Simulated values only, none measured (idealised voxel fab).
Process module in this document: voxel self aligned vias
This is section cut - it's 150 nm across, gridded in 5 nm square cells.
Throughout this document, each cross-section is represented as a grid of square cells and is presented as a sequence of bands enumerated from the top downward, where a band comprises one or more rows of cells.
First you get the band's top height and its bottom height, in nm, and then the materials it's made of, left to right, with each width in nm. If you see a single material with "edge to edge", that one covers the band edge to edge. "empty" is empty space.
A quick word on heights: they are counted from 0, and under that level the wafer as it came to us is one material throughout. The lowest band is different from the rest in having no bottom; it simply continues downward, written as in "0 -> down".
The two numbers in a width such as "30..40" mark its ends across the band: the first belongs to the top row of cells, the second to the bottom row, and from each row to the next the width moves by the same amount.
Any step labelled "nothing different" changed none of the cells in the cross-section.
Each empty space that has no open way to the top and spans at least 8 cells appears under "Enclosed internal cavities" as width x height at distance, the distance counted from the left edge, all in nm.
Whatever follows a step's settings on its line is a remark the simulator itself makes about that step.
The line of a step may include "overlay nm". On a step with a mask, this value is how far to the right of its planned place the mask lay. A negative value means the mask lay to the left.
### plan
1: RECEIVE, material Si
2: CONFORMAL_DEP, material SiO2, thk nm 10
3: CONFORMAL_DEP, material SiCN, thk nm 5
4: DIRECTIONAL_DEP, material SiO2, thk nm 30
5: MASKED_ETCH, tone open, mask id LINES, width nm 30, pitch nm 55, etch materials SiO2, depth nm 30, overlay nm 0
6: CONFORMAL_DEP, material TiN, thk nm 5
7: FILL_DEP, material Ru, thk nm 5
8: CMP, height nm 45
9: SELECTIVE_ETCH, etch materials W Ru TiN, depth nm 10
10: FILL_DEP, material SiN, thk nm 10
11: CMP, height nm 45
12: DIRECTIONAL_DEP, material SiO2, thk nm 15
13: PATTERN, tone open, mask id VIAS, material resist, width nm 40, thk nm 20, overlay nm 0
14: DIRECTIONAL_ETCH, etch materials SiO2, depth nm 15
15: DIRECTIONAL_ETCH, etch materials SiN, depth nm 10
16: STRIP, etch materials resist
17: CONFORMAL_DEP, material TiN, thk nm 5
18: FILL_DEP, material Cu, thk nm 5
19: CMP, height nm 60
20: CONFORMAL_DEP, material SiCN, thk nm 5
### Shown in cross-section is the wafer as received, that is, as it stands after step 1
* 0 -> down  Si edge to edge
* Enclosed internal cavities: none
### First of two wafers: cross-section at end of module, run per plan
* 65 -> 60  SiCN edge to edge
* 60 -> 50  SiO2 25  TiN 5  Cu 30  TiN 5  SiO2 85
* 50 -> 45  SiO2 25  TiN 10  Cu 20  TiN 10  SiO2 85
* 45 -> 40  SiO2 30  TiN 5  Cu 20  TiN 5  SiO2 25  SiN 30  SiO2 35
* 40 -> 35  SiO2 30  TiN 30  SiO2 25  SiN 30  SiO2 35
* 35 -> 20  SiO2 30  TiN 5  Ru 20  TiN 5  SiO2 25  TiN 5  Ru 20  TiN 5  SiO2 35
* 20 -> 15  SiO2 30  TiN 30  SiO2 25  TiN 30  SiO2 35
* 15 -> 10  SiCN edge to edge
* 10 -> 0  SiO2 edge to edge
* 0 -> down  Si edge to edge
* Enclosed internal cavities: none
### second wafer at the end: like start, like plan, one mistake
* 65 -> 60  SiCN edge to edge
* 60 -> 50  Cu 20  TiN 5  SiO2 40  TiN 5  Cu 80
* 50 -> 45  TiN 25  SiO2 40  TiN 25  Cu 20  TiN 40
* 45 -> 40  SiO2 30  SiN 30  SiO2 25  TiN 5  Cu 20  TiN 5  SiO2 35
* 40 -> 35  SiO2 30  SiN 30  SiO2 25  TiN 30  SiO2 35
* 35 -> 20  SiO2 30  TiN 5  Ru 20  TiN 5  SiO2 25  TiN 5  Ru 20  TiN 5  SiO2 35
* 20 -> 15  SiO2 30  TiN 30  SiO2 25  TiN 30  SiO2 35
* 15 -> 10  SiCN edge to edge
* 10 -> 0  SiO2 edge to edge
* 0 -> down  Si edge to edge
* Enclosed internal cavities: none
Plan not followed: so step 13 ended up running with a different setting than we planned, it ran as PATTERN, tone cover, mask id VIAS, material resist, width nm 40, thk nm 20, overlay nm 0
Counted in cells at the end, the second wafer holds more or fewer of these materials than the first: 28 more of Cu, 42 fewer of SiO2, 14 more of TiN
